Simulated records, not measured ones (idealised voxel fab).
process module | voxel gate over fins
cross-section cut | 250 nm wide | cells 5 nm
A cross-section is a grid of square cells, given in bands from the top down. A band is one or more rows of cells.
Each band's line starts with the height of the band's top and of its bottom, in nm. Then come its materials from left to right, each with its width in nm. One material with "throughout" fills the band from edge to edge. "air" is empty space.
Height 0 is the level under which the wafer as received is all one material. The lowest band goes on downwards, as in "0 down".
A width such as "30 to 40" changes by the same amount from each row of cells to the next, from the band's top row to its bottom row.
"no change" after a step means that no cell of the cross-section changed.
closed voids: empty space of 8 cells or more with no open way to the top, each as width x height at its distance from the left edge, in nm
after a step's settings: what the simulator itself notes on the step
overlay nm, on a step with a mask: how far to the right of its planned place the mask lay; to the left if negative
plan
1 op RECEIVE | material Si
2 op CONFORMAL_DEP | material SiN | thk nm 10
3 op PATTERN | tone cover | mask id FINS | material resist | width nm 15 | pitch nm 50 | thk nm 20 | overlay nm 0
4 op DIRECTIONAL_ETCH | etch materials SiN | depth nm 10
5 op DIRECTIONAL_ETCH | etch materials Si | depth nm 30
6 op STRIP | etch materials resist
7 op FILL_DEP | material SiO2 | thk nm 5
8 op CMP | height nm 10
9 op MASKED_ETCH | tone open | mask id RAIL | width nm 15 | etch materials SiO2 | depth nm 35 | overlay nm 0
10 op CONFORMAL_DEP | material TiN | thk nm 5
11 op FILL_DEP | material W | thk nm 10
12 op CMP | height nm 10
13 op SELECTIVE_ETCH | etch materials W Ru TiN | depth nm 30
14 op FILL_DEP | material SiO2 | thk nm 5
15 op CMP | height nm 10
16 op SELECTIVE_ETCH | etch materials SiO2 | depth nm 25
17 op STRIP | etch materials SiN
18 op CONFORMAL_DEP | material HfO2 | thk nm 5
19 op CONFORMAL_DEP | material TiN | thk nm 5
20 op CONFORMAL_DEP | material TiAl | thk nm 5
21 op CONFORMAL_DEP | material TiN | thk nm 5
22 op FILL_DEP | material W | thk nm 15
23 op CMP | height nm 30
24 op CONFORMAL_DEP | material SiCN | thk nm 5
first wafer, as planned
as received, after step 1
  0 down: Si throughout
  closed voids: none
after step 2
  10 to 0: SiN throughout
  below 0: unchanged
after step 3
  30 to 10: air 65 | resist 15 | air 35 | resist 15 | air 35 | resist 15 | air 70
  below 10: unchanged
after step 4
  30 to 10: air 65 | resist 15 | air 35 | resist 15 | air 35 | resist 15 | air 70
  10 to 0: air 65 | SiN 15 | air 35 | SiN 15 | air 35 | SiN 15 | air 70
  below 0: unchanged
after step 5
  30 to 10: air 65 | resist 15 | air 35 | resist 15 | air 35 | resist 15 | air 70
  10 to 0: air 65 | SiN 15 | air 35 | SiN 15 | air 35 | SiN 15 | air 70
  0 to -30: air 65 | Si 15 | air 35 | Si 15 | air 35 | Si 15 | air 70
  below -30: unchanged
after step 6
  10 to 0: air 65 | SiN 15 | air 35 | SiN 15 | air 35 | SiN 15 | air 70
  below 0: unchanged
after step 7
  15 to 10: SiO2 throughout
  10 to 0: SiO2 65 | SiN 15 | SiO2 35 | SiN 15 | SiO2 35 | SiN 15 | SiO2 70
  0 to -30: SiO2 65 | Si 15 | SiO2 35 | Si 15 | SiO2 35 | Si 15 | SiO2 70
  below -30: unchanged
after step 8
  10 to 0: SiO2 65 | SiN 15 | SiO2 35 | SiN 15 | SiO2 35 | SiN 15 | SiO2 70
  below 0: unchanged
after step 9
  10 to 0: SiO2 65 | SiN 15 | SiO2 10 | air 15 | SiO2 10 | SiN 15 | SiO2 35 | SiN 15 | SiO2 70
  0 to -25: SiO2 65 | Si 15 | SiO2 10 | air 15 | SiO2 10 | Si 15 | SiO2 35 | Si 15 | SiO2 70
  below -25: unchanged
after step 10
  15 to 10: TiN 95 | air 5 | TiN 150
  10 to 0: SiO2 65 | SiN 15 | SiO2 10 | TiN 5 | air 5 | TiN 5 | SiO2 10 | SiN 15 | SiO2 35 | SiN 15 | SiO2 70
  0 to -20: SiO2 65 | Si 15 | SiO2 10 | TiN 5 | air 5 | TiN 5 | SiO2 10 | Si 15 | SiO2 35 | Si 15 | SiO2 70
  -20 to -25: SiO2 65 | Si 15 | SiO2 10 | TiN 15 | SiO2 10 | Si 15 | SiO2 35 | Si 15 | SiO2 70
  below -25: unchanged
after step 11
  25 to 15: W throughout
  15 to 10: TiN 95 | W 5 | TiN 150
  10 to 0: SiO2 65 | SiN 15 | SiO2 10 | TiN 5 | W 5 | TiN 5 | SiO2 10 | SiN 15 | SiO2 35 | SiN 15 | SiO2 70
  0 to -20: SiO2 65 | Si 15 | SiO2 10 | TiN 5 | W 5 | TiN 5 | SiO2 10 | Si 15 | SiO2 35 | Si 15 | SiO2 70
  below -20: unchanged
after step 12
  10 to 0: SiO2 65 | SiN 15 | SiO2 10 | TiN 5 | W 5 | TiN 5 | SiO2 10 | SiN 15 | SiO2 35 | SiN 15 | SiO2 70
  below 0: unchanged
after step 13
  10 to 0: SiO2 65 | SiN 15 | SiO2 10 | air 15 | SiO2 10 | SiN 15 | SiO2 35 | SiN 15 | SiO2 70
  0 to -20: SiO2 65 | Si 15 | SiO2 10 | air 15 | SiO2 10 | Si 15 | SiO2 35 | Si 15 | SiO2 70
  below -20: unchanged
after step 14
  15 to 10: SiO2 throughout
  10 to 0: SiO2 65 | SiN 15 | SiO2 35 | SiN 15 | SiO2 35 | SiN 15 | SiO2 70
  0 to -20: SiO2 65 | Si 15 | SiO2 35 | Si 15 | SiO2 35 | Si 15 | SiO2 70
  below -20: unchanged
after step 15
  10 to 0: SiO2 65 | SiN 15 | SiO2 35 | SiN 15 | SiO2 35 | SiN 15 | SiO2 70
  below 0: unchanged
after step 16
  10 to 0: air 65 | SiN 15 | air 35 | SiN 15 | air 35 | SiN 15 | air 70
  0 to -15: air 65 | Si 15 | air 35 | Si 15 | air 35 | Si 15 | air 70
  below -15: unchanged
after step 17
  0 to -15: air 65 | Si 15 | air 35 | Si 15 | air 35 | Si 15 | air 70
  below -15: unchanged
after step 18
  5 to 0: air 60 | HfO2 25 | air 25 | HfO2 25 | air 25 | HfO2 25 | air 65
  0 to -10: air 60 | HfO2 5 | Si 15 | HfO2 5 | air 25 | HfO2 5 | Si 15 | HfO2 5 | air 25 | HfO2 5 | Si 15 | HfO2 5 | air 65
  -10 to -15: HfO2 65 | Si 15 | HfO2 35 | Si 15 | HfO2 35 | Si 15 | HfO2 70
  below -15: unchanged
after step 19
  10 to 5: air 55 | TiN 35 | air 15 | TiN 35 | air 15 | TiN 35 | air 60
  5 to 0: air 55 | TiN 5 | HfO2 25 | TiN 5 | air 15 | TiN 5 | HfO2 25 | TiN 5 | air 15 | TiN 5 | HfO2 25 | TiN 5 | air 60
  0 to -5: air 55 | TiN 5 | HfO2 5 | Si 15 | HfO2 5 | TiN 5 | air 15 | TiN 5 | HfO2 5 | Si 15 | HfO2 5 | TiN 5 | air 15 | TiN 5 | HfO2 5 | Si 15 | HfO2 5 | TiN 5 | air 60
  -5 to -10: TiN 60 | HfO2 5 | Si 15 | HfO2 5 | TiN 25 | HfO2 5 | Si 15 | HfO2 5 | TiN 25 | HfO2 5 | Si 15 | HfO2 5 | TiN 65
  below -10: unchanged
after step 20
  15 to 10: air 50 | TiAl 45 | air 5 | TiAl 45 | air 5 | TiAl 45 | air 55
  10 to 5: air 50 | TiAl 5 | TiN 35 | TiAl 5 | air 5 | TiAl 5 | TiN 35 | TiAl 5 | air 5 | TiAl 5 | TiN 35 | TiAl 5 | air 55
  5 to 0: air 50 | TiAl 5 | TiN 5 | HfO2 25 | TiN 5 | TiAl 5 | air 5 | TiAl 5 | TiN 5 | HfO2 25 | TiN 5 | TiAl 5 | air 5 | TiAl 5 | TiN 5 | HfO2 25 | TiN 5 | TiAl 5 | air 55
  0 to -5: TiAl 55 | TiN 5 | HfO2 5 | Si 15 | HfO2 5 | TiN 5 | TiAl 15 | TiN 5 | HfO2 5 | Si 15 | HfO2 5 | TiN 5 | TiAl 15 | TiN 5 | HfO2 5 | Si 15 | HfO2 5 | TiN 5 | TiAl 60
  below -5: unchanged
after step 21
  20 to 15: air 45 | TiN 155 | air 50
  15 to 10: air 45 | TiN 5 | TiAl 45 | TiN 5 | TiAl 45 | TiN 5 | TiAl 45 | TiN 5 | air 50
  10 to 5: air 45 | TiN 5 | TiAl 5 | TiN 35 | TiAl 5 | TiN 5 | TiAl 5 | TiN 35 | TiAl 5 | TiN 5 | TiAl 5 | TiN 35 | TiAl 5 | TiN 5 | air 50
  5 to 0: TiN 50 | TiAl 5 | TiN 5 | HfO2 25 | TiN 5 | TiAl 5 | TiN 5 | TiAl 5 | TiN 5 | HfO2 25 | TiN 5 | TiAl 5 | TiN 5 | TiAl 5 | TiN 5 | HfO2 25 | TiN 5 | TiAl 5 | TiN 55
  below 0: unchanged
after step 22
  35 to 20: W throughout
  20 to 15: W 45 | TiN 155 | W 50
  15 to 10: W 45 | TiN 5 | TiAl 45 | TiN 5 | TiAl 45 | TiN 5 | TiAl 45 | TiN 5 | W 50
  10 to 5: W 45 | TiN 5 | TiAl 5 | TiN 35 | TiAl 5 | TiN 5 | TiAl 5 | TiN 35 | TiAl 5 | TiN 5 | TiAl 5 | TiN 35 | TiAl 5 | TiN 5 | W 50
  below 5: unchanged
after step 23
  30 to 20: W throughout
  below 20: unchanged
after step 24
  35 to 30: SiCN throughout
  below 30: unchanged
second wafer: like start, like plan, one mistake. Through step 4 it matches the first wafer
when step 5 should have ended
  30 to 10: air 65 | resist 15 | air 35 | resist 15 | air 35 | resist 15 | air 70
  10 to 0: air 65 | SiN 15 | air 35 | SiN 15 | air 35 | SiN 15 | air 70
  0 to -60: air 65 | Si 15 | air 35 | Si 15 | air 35 | Si 15 | air 70
  below -60: unchanged
when step 6 should have ended
  10 to 0: air 65 | SiN 15 | air 35 | SiN 15 | air 35 | SiN 15 | air 70
  below 0: unchanged
when step 7 should have ended
  15 to 10: SiO2 throughout
  10 to 0: SiO2 65 | SiN 15 | SiO2 35 | SiN 15 | SiO2 35 | SiN 15 | SiO2 70
  0 to -60: SiO2 65 | Si 15 | SiO2 35 | Si 15 | SiO2 35 | Si 15 | SiO2 70
  below -60: unchanged
when step 8 should have ended
  10 to 0: SiO2 65 | SiN 15 | SiO2 35 | SiN 15 | SiO2 35 | SiN 15 | SiO2 70
  below 0: unchanged
when step 9 should have ended
  10 to 0: SiO2 65 | SiN 15 | SiO2 10 | air 15 | SiO2 10 | SiN 15 | SiO2 35 | SiN 15 | SiO2 70
  0 to -25: SiO2 65 | Si 15 | SiO2 10 | air 15 | SiO2 10 | Si 15 | SiO2 35 | Si 15 | SiO2 70
  below -25: unchanged
when step 10 should have ended
  15 to 10: TiN 95 | air 5 | TiN 150
  10 to 0: SiO2 65 | SiN 15 | SiO2 10 | TiN 5 | air 5 | TiN 5 | SiO2 10 | SiN 15 | SiO2 35 | SiN 15 | SiO2 70
  0 to -20: SiO2 65 | Si 15 | SiO2 10 | TiN 5 | air 5 | TiN 5 | SiO2 10 | Si 15 | SiO2 35 | Si 15 | SiO2 70
  -20 to -25: SiO2 65 | Si 15 | SiO2 10 | TiN 15 | SiO2 10 | Si 15 | SiO2 35 | Si 15 | SiO2 70
  below -25: unchanged
when step 11 should have ended
  25 to 15: W throughout
  15 to 10: TiN 95 | W 5 | TiN 150
  10 to 0: SiO2 65 | SiN 15 | SiO2 10 | TiN 5 | W 5 | TiN 5 | SiO2 10 | SiN 15 | SiO2 35 | SiN 15 | SiO2 70
  0 to -20: SiO2 65 | Si 15 | SiO2 10 | TiN 5 | W 5 | TiN 5 | SiO2 10 | Si 15 | SiO2 35 | Si 15 | SiO2 70
  below -20: unchanged
when step 12 should have ended
  10 to 0: SiO2 65 | SiN 15 | SiO2 10 | TiN 5 | W 5 | TiN 5 | SiO2 10 | SiN 15 | SiO2 35 | SiN 15 | SiO2 70
  below 0: unchanged
when step 13 should have ended
  10 to 0: SiO2 65 | SiN 15 | SiO2 10 | air 15 | SiO2 10 | SiN 15 | SiO2 35 | SiN 15 | SiO2 70
  0 to -20: SiO2 65 | Si 15 | SiO2 10 | air 15 | SiO2 10 | Si 15 | SiO2 35 | Si 15 | SiO2 70
  below -20: unchanged
when step 14 should have ended
  15 to 10: SiO2 throughout
  10 to 0: SiO2 65 | SiN 15 | SiO2 35 | SiN 15 | SiO2 35 | SiN 15 | SiO2 70
  0 to -20: SiO2 65 | Si 15 | SiO2 35 | Si 15 | SiO2 35 | Si 15 | SiO2 70
  below -20: unchanged
when step 15 should have ended
  10 to 0: SiO2 65 | SiN 15 | SiO2 35 | SiN 15 | SiO2 35 | SiN 15 | SiO2 70
  below 0: unchanged
when step 16 should have ended
  10 to 0: air 65 | SiN 15 | air 35 | SiN 15 | air 35 | SiN 15 | air 70
  0 to -15: air 65 | Si 15 | air 35 | Si 15 | air 35 | Si 15 | air 70
  below -15: unchanged
when step 17 should have ended
  0 to -15: air 65 | Si 15 | air 35 | Si 15 | air 35 | Si 15 | air 70
  below -15: unchanged
when step 18 should have ended
  5 to 0: air 60 | HfO2 25 | air 25 | HfO2 25 | air 25 | HfO2 25 | air 65
  0 to -10: air 60 | HfO2 5 | Si 15 | HfO2 5 | air 25 | HfO2 5 | Si 15 | HfO2 5 | air 25 | HfO2 5 | Si 15 | HfO2 5 | air 65
  -10 to -15: HfO2 65 | Si 15 | HfO2 35 | Si 15 | HfO2 35 | Si 15 | HfO2 70
  below -15: unchanged
when step 19 should have ended
  10 to 5: air 55 | TiN 35 | air 15 | TiN 35 | air 15 | TiN 35 | air 60
  5 to 0: air 55 | TiN 5 | HfO2 25 | TiN 5 | air 15 | TiN 5 | HfO2 25 | TiN 5 | air 15 | TiN 5 | HfO2 25 | TiN 5 | air 60
  0 to -5: air 55 | TiN 5 | HfO2 5 | Si 15 | HfO2 5 | TiN 5 | air 15 | TiN 5 | HfO2 5 | Si 15 | HfO2 5 | TiN 5 | air 15 | TiN 5 | HfO2 5 | Si 15 | HfO2 5 | TiN 5 | air 60
  -5 to -10: TiN 60 | HfO2 5 | Si 15 | HfO2 5 | TiN 25 | HfO2 5 | Si 15 | HfO2 5 | TiN 25 | HfO2 5 | Si 15 | HfO2 5 | TiN 65
  below -10: unchanged
when step 20 should have ended
  15 to 10: air 50 | TiAl 45 | air 5 | TiAl 45 | air 5 | TiAl 45 | air 55
  10 to 5: air 50 | TiAl 5 | TiN 35 | TiAl 5 | air 5 | TiAl 5 | TiN 35 | TiAl 5 | air 5 | TiAl 5 | TiN 35 | TiAl 5 | air 55
  5 to 0: air 50 | TiAl 5 | TiN 5 | HfO2 25 | TiN 5 | TiAl 5 | air 5 | TiAl 5 | TiN 5 | HfO2 25 | TiN 5 | TiAl 5 | air 5 | TiAl 5 | TiN 5 | HfO2 25 | TiN 5 | TiAl 5 | air 55
  0 to -5: TiAl 55 | TiN 5 | HfO2 5 | Si 15 | HfO2 5 | TiN 5 | TiAl 15 | TiN 5 | HfO2 5 | Si 15 | HfO2 5 | TiN 5 | TiAl 15 | TiN 5 | HfO2 5 | Si 15 | HfO2 5 | TiN 5 | TiAl 60
  below -5: unchanged
when step 21 should have ended
  20 to 15: air 45 | TiN 155 | air 50
  15 to 10: air 45 | TiN 5 | TiAl 45 | TiN 5 | TiAl 45 | TiN 5 | TiAl 45 | TiN 5 | air 50
  10 to 5: air 45 | TiN 5 | TiAl 5 | TiN 35 | TiAl 5 | TiN 5 | TiAl 5 | TiN 35 | TiAl 5 | TiN 5 | TiAl 5 | TiN 35 | TiAl 5 | TiN 5 | air 50
  5 to 0: TiN 50 | TiAl 5 | TiN 5 | HfO2 25 | TiN 5 | TiAl 5 | TiN 5 | TiAl 5 | TiN 5 | HfO2 25 | TiN 5 | TiAl 5 | TiN 5 | TiAl 5 | TiN 5 | HfO2 25 | TiN 5 | TiAl 5 | TiN 55
  below 0: unchanged
when step 22 should have ended
  35 to 20: W throughout
  20 to 15: W 45 | TiN 155 | W 50
  15 to 10: W 45 | TiN 5 | TiAl 45 | TiN 5 | TiAl 45 | TiN 5 | TiAl 45 | TiN 5 | W 50
  10 to 5: W 45 | TiN 5 | TiAl 5 | TiN 35 | TiAl 5 | TiN 5 | TiAl 5 | TiN 35 | TiAl 5 | TiN 5 | TiAl 5 | TiN 35 | TiAl 5 | TiN 5 | W 50
  below 5: unchanged
when step 23 should have ended
  30 to 20: W throughout
  below 20: unchanged
when step 24 should have ended
  35 to 30: SiCN throughout
  below 30: unchanged
what went wrong: step 5 was run twice
at the end the second wafer has, in cells: 246 fewer of Si | 246 more of SiO2
